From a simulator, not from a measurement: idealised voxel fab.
A process module follows: voxel trench capacitor.
Pictured: cross-section cut, 270 nm wide, on a grid of 5 nm square cells.
Cross-section spec: square-cell grid; bands listed top down; each band is one or more rows. For a band, the entry starts with two heights in nm, that of the top and then that of the bottom, and carries on with the band's materials in order from left to right, each alongside its width in nm; the word "all across" beside a single material means it fills the band edge to edge, and "empty" means empty space. Ref level 0: as-received wafer is one material below here. Bottom band extends down with no lower bound ("z 0 and below"). The width entry "30 to 40" should be interpreted row by row: the top row of cells in the band takes the first number, the bottom row takes the second number, and the change between adjacent rows is uniform throughout. For the purposes of this document, the phrase "no modification" attached to a step denotes that no cell within the cross-section was modified by that step. This entry, "Enclosed void inventory", enumerates those empty regions of no fewer than 8 cells that possess no open connection to the top. Each region is reported in the form width x height at distance, the distance being taken from the left edge, with all three quantities expressed in nm. Whatever follows a step's settings on its line is a remark the simulator itself makes about that step. overlay nm: where the mask lay relative to plan, measured to the right, on steps with a mask; negatives go left.
### Process steps (planned)
1 RECEIVE with material Si
2 CONFORMAL_DEP with material SiN, thk nm 5
3 DIRECTIONAL_DEP with material aC, thk nm 15
4 PATTERN with tone open, mask id TRENCH, material resist, width nm 25, pitch nm 45, thk nm 35, overlay nm 0
5 DIRECTIONAL_ETCH with etch materials aC, depth nm 15
6 STRIP with etch materials resist
7 DIRECTIONAL_ETCH with etch materials SiN, depth nm 5
8 DIRECTIONAL_ETCH with etch materials Si, depth nm 25
9 STRIP with etch materials aC
10 CONFORMAL_DEP with material Al2O3, thk nm 5
11 FILL_DEP with material polySi, thk nm 5
12 CMP with height nm 5
### Received-state cross-section, reflecting completion of step 1
* z 0 and below | Si all across
* Enclosed void inventory: none
### Wafer cross-section at end of module: start and plan as shown above, one execution error
* z 5 to 0 | polySi: 95; Al2O3: 5; SiN: 25; Al2O3: 5; polySi: 10; Al2O3: 5; SiN: 25; Al2O3: 5; polySi: 95
* z 0 to -20 | polySi: 95; Al2O3: 5; Si: 25; Al2O3: 5; polySi: 10; Al2O3: 5; Si: 25; Al2O3: 5; polySi: 95
* z -20 to -25 | Al2O3: 100; Si: 25; Al2O3: 20; Si: 25; Al2O3: 100
* z -25 and below | Si all across
* Enclosed void inventory: none
What went wrong in running the wafer? step 4 was run on a setting that differed from the plan, and what really ran there is PATTERN with tone cover, mask id TRENCH, material resist, width nm 25, pitch nm 45, thk nm 35, overlay nm 0
